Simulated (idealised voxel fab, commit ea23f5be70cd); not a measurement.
Documented hereafter: the process module known as voxel trench capacitor.
Each square cell in cross-section cut measures 5 nm, and the section as a whole is 255 nm wide.
Think of the cross-section as a grid of square cells. We describe it in bands, top to bottom, and each band covers one or more rows of those cells. A band entry consists of two parts. The first gives the height of the band's top and the height of its bottom, in nm. The rest lists the band's materials from left to right, each with its width in nm. A single material labelled with the word "everywhere" fills the band from edge to edge, and the word "empty" marks empty space. For the purposes of this specification, 0 denotes the height below which the wafer in its as-received condition is composed wholly of one material, and the lowermost band, lacking a lower limit, extends downward without end, as expressed in "0 down". The notation "30..40" denotes a width that varies across the rows of cells in the band, beginning at the first number in the top row, finishing at the second number in the bottom row, and changing by an identical amount from each row to the next. No cell of the cross-section changed in a step that is given as "left unchanged". Heads up: "Enclosed void entries" only lists the empty pockets with no open path to the top that are 8 cells or more, and it writes them as width x height at distance, distance from the left edge, in nm. Post-settings text on a step line: simulator's own remark regarding the step. overlay nm: right-of-plan distance of the mask on a masked step; negative values mean left-of-plan.

THE PROCESS STEPS THAT WERE PLANNED ARE LISTED BELOW
- 1: RECEIVE,material Si
- 2: CONFORMAL_DEP,material SiN,thk nm 10
- 3: DIRECTIONAL_DEP,material aC,thk nm 10
- 4: PATTERN,tone open,mask id TRENCH,material resist,width nm 30,pitch nm 55,thk nm 25,overlay nm 0
- 5: DIRECTIONAL_ETCH,etch materials aC,depth nm 10
- 6: STRIP,etch materials resist
- 7: DIRECTIONAL_ETCH,etch materials SiN,depth nm 10
- 8: DIRECTIONAL_ETCH,etch materials Si,depth nm 40
- 9: STRIP,etch materials aC
- 10: CONFORMAL_DEP,material Al2O3,thk nm 5
- 11: CONFORMAL_DEP,material TiN,thk nm 5
- 12: FILL_DEP,material W,thk nm 5
- 13: CMP,height nm 10

INCOMING WAFER, CROSS-SECTIONAL VIEW, POST STEP 1
0 down | Si everywhere
Enclosed void entries: none

HERE'S THE CROSS-SECTION OF THE FIRST OF OUR TWO WAFERS AT THE END OF THE MODULE - IT RAN AS PLANNED
10 to 0 | 85 of SiN; 5 of Al2O3; 5 of TiN; 10 of W; 5 of TiN; 5 of Al2O3; 25 of SiN; 5 of Al2O3; 5 of TiN; 10 of W; 5 of TiN; 5 of Al2O3; 85 of SiN
0 to -30 | 85 of Si; 5 of Al2O3; 5 of TiN; 10 of W; 5 of TiN; 5 of Al2O3; 25 of Si; 5 of Al2O3; 5 of TiN; 10 of W; 5 of TiN; 5 of Al2O3; 85 of Si
-30 to -35 | 85 of Si; 5 of Al2O3; 20 of TiN; 5 of Al2O3; 25 of Si; 5 of Al2O3; 20 of TiN; 5 of Al2O3; 85 of Si
-35 to -40 | 85 of Si; 30 of Al2O3; 25 of Si; 30 of Al2O3; 85 of Si
-40 down | Si everywhere
Enclosed void entries: none

NOW THE SECOND WAFER, CROSS-SECTIONED AT THE END OF THE MODULE. NOTHING DIFFERENT AT THE START, NOTHING DIFFERENT IN THE PLAN COMPARED WITH THE FIRST, JUST ONE MISTAKE WHEN IT WAS ACTUALLY RUN
10 to 0 | 85 of SiN; 5 of TiN; 20 of W; 5 of TiN; 25 of SiN; 5 of TiN; 20 of W; 5 of TiN; 85 of SiN
0 to -35 | 85 of Si; 5 of TiN; 20 of W; 5 of TiN; 25 of Si; 5 of TiN; 20 of W; 5 of TiN; 85 of Si
-35 to -40 | 85 of Si; 30 of TiN; 25 of Si; 30 of TiN; 85 of Si
-40 down | Si everywhere
Enclosed void entries: none
Deviation noted in wafer processing: step 10 in the plan did not get run; it was skipped
Heads up, by the end the second wafer has more or fewer cells of some materials compared to the first: Al2O3 -48 | TiN +8 | W +40
